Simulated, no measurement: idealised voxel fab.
process module | voxel local oxidation
Cross-section cut spans 205 nm and uses square cells 5 nm in size.
If you're reading a cross-section in this doc, picture square cells in a grid; it comes to you as bands, top ones listed first down to the bottom, and a band can be one or more rows of cells. Within each band entry, the heights of the top and of the bottom of the band appear first, in that order and in nm; the materials of the band then follow from left to right, each with its corresponding width in nm. The designation "full width" on a single material indicates that it fills the band from edge to edge; the designation "empty" indicates empty space. Heights are reckoned from 0. Under this level, the received wafer is all of one material. The bottommost band is open-ended downward, for example "from 0 down". The notation "30->40" denotes a width that varies across the rows of cells in the band, beginning at the first number in the top row, finishing at the second number in the bottom row, and changing by an identical amount from each row to the next. What does "no modifications" mean for a step? It means no cell of the cross-section changed in that step. The entry "Listed closed voids" lists the empty spaces that cover at least 8 cells and have no open path to the top. Each is written as width x height at distance, where the distance is measured from the left edge and all three values are in nm. What comes after the settings on a step's line is commentary from the simulator itself on that step. "overlay nm" denotes, for a step that has a mask, the displacement of the mask to the right of its planned place, with negative values corresponding to the left.
### Process steps (planned)
1,RECEIVE [material Si]
2,CONFORMAL_DEP [material SiO2] [thk nm 5]
3,CONFORMAL_DEP [material SiN] [thk nm 10]
4,DIRECTIONAL_DEP [material aC] [thk nm 15]
5,PATTERN [tone cover] [mask id ACTIVE] [material resist] [width nm 105] [thk nm 30] [overlay nm 0]
6,DIRECTIONAL_ETCH [etch materials aC] [depth nm 15]
7,STRIP [etch materials resist]
8,DIRECTIONAL_ETCH [etch materials SiN] [depth nm 10]
9,STRIP [etch materials aC]
10,SELECTIVE_ETCH [etch materials SiO2] [depth nm 5]
11,OXIDIZE [depth nm 15]
12,STRIP [etch materials SiN]
### First of the two wafers, run per plan
### Cross-section: wafer on arrival = after step 1
	from 0 down: Si full width
	Listed closed voids: none
### After step 2: wafer cross-section
	from 5 to 0: SiO2 full width
	Everything below 0 is unchanged.
### After step 3: wafer cross-section
	from 15 to 5: SiN full width
	Everything below 5 is unchanged.
### After step 4: wafer cross-section
	from 30 to 15: aC full width
	Everything below 15 is unchanged.
### After step 5: wafer cross-section
	from 60 to 30: empty: 50  resist: 105  empty: 50
	Everything below 30 is unchanged.
### After step 6: wafer cross-section
	from 45 to 30: empty: 50  resist: 105  empty: 50
	from 30 to 15: empty: 50  aC: 105  empty: 50
	Everything below 15 is unchanged.
### After step 7: wafer cross-section
	from 30 to 15: empty: 50  aC: 105  empty: 50
	Everything below 15 is unchanged.
### After step 8: wafer cross-section
	from 30 to 15: empty: 50  aC: 105  empty: 50
	from 15 to 5: empty: 50  SiN: 105  empty: 50
	Everything below 5 is unchanged.
### After step 9: wafer cross-section
	from 15 to 5: empty: 50  SiN: 105  empty: 50
	Everything below 5 is unchanged.
### After step 10: wafer cross-section
	from 15 to 5: empty: 50  SiN: 105  empty: 50
	from 5 to 0: empty: 55  SiO2: 95  empty: 55
	Everything below 0 is unchanged.
### After step 11: wafer cross-section
	from 15 to 5: empty: 50  SiN: 105  empty: 50
	from 5 to 0: empty: 55  SiO2: 95  empty: 55
	from 0 to -15: SiO2: 70  Si: 65  SiO2: 70
	Everything below -15 is unchanged.
### After step 12: wafer cross-section
	from 5 to 0: empty: 55  SiO2: 95  empty: 55
	Everything below 0 is unchanged.
### Regarding the second of the two wafers: it shared the first wafer's starting condition and process plan, yet one error occurred during its execution. Its history coincides with that of the first wafer up to and including step 1
Second wafer profile in section, at the moment step 2 of the plan was meant to be complete: no modifications
### Second wafer profile in section, at the moment step 3 of the plan was meant to be complete
	from 10 to 0: SiN full width
	Everything below 0 is unchanged.
### Second wafer profile in section, at the moment step 4 of the plan was meant to be complete
	from 25 to 10: aC full width
	Everything below 10 is unchanged.
### Second wafer profile in section, at the moment step 5 of the plan was meant to be complete
	from 55 to 25: empty: 50  resist: 105  empty: 50
	Everything below 25 is unchanged.
### Second wafer profile in section, at the moment step 6 of the plan was meant to be complete
	from 40 to 25: empty: 50  resist: 105  empty: 50
	from 25 to 10: empty: 50  aC: 105  empty: 50
	Everything below 10 is unchanged.
### Second wafer profile in section, at the moment step 7 of the plan was meant to be complete
	from 25 to 10: empty: 50  aC: 105  empty: 50
	Everything below 10 is unchanged.
### Second wafer profile in section, at the moment step 8 of the plan was meant to be complete
	from 25 to 10: empty: 50  aC: 105  empty: 50
	from 10 to 0: empty: 50  SiN: 105  empty: 50
	Everything below 0 is unchanged.
### Second wafer profile in section, at the moment step 9 of the plan was meant to be complete
	from 10 to 0: empty: 50  SiN: 105  empty: 50
	Everything below 0 is unchanged.
Second wafer profile in section, at the moment step 10 of the plan was meant to be complete: no modifications
### Second wafer profile in section, at the moment step 11 of the plan was meant to be complete
	from 10 to 0: empty: 50  SiN: 105  empty: 50
	from 0 to -15: SiO2: 65  Si: 75  SiO2: 65
	Everything below -15 is unchanged.
### Second wafer profile in section, at the moment step 12 of the plan was meant to be complete
	from 0 to -15: SiO2: 65  Si: 75  SiO2: 65
	Everything below -15 is unchanged.
What broke from the plan during processing? step 2 of the plan never got run, it was skipped over
Wrapping up, a cell-based count of both wafers puts the second over or under the first for these materials: +6 Si, -25 SiO2
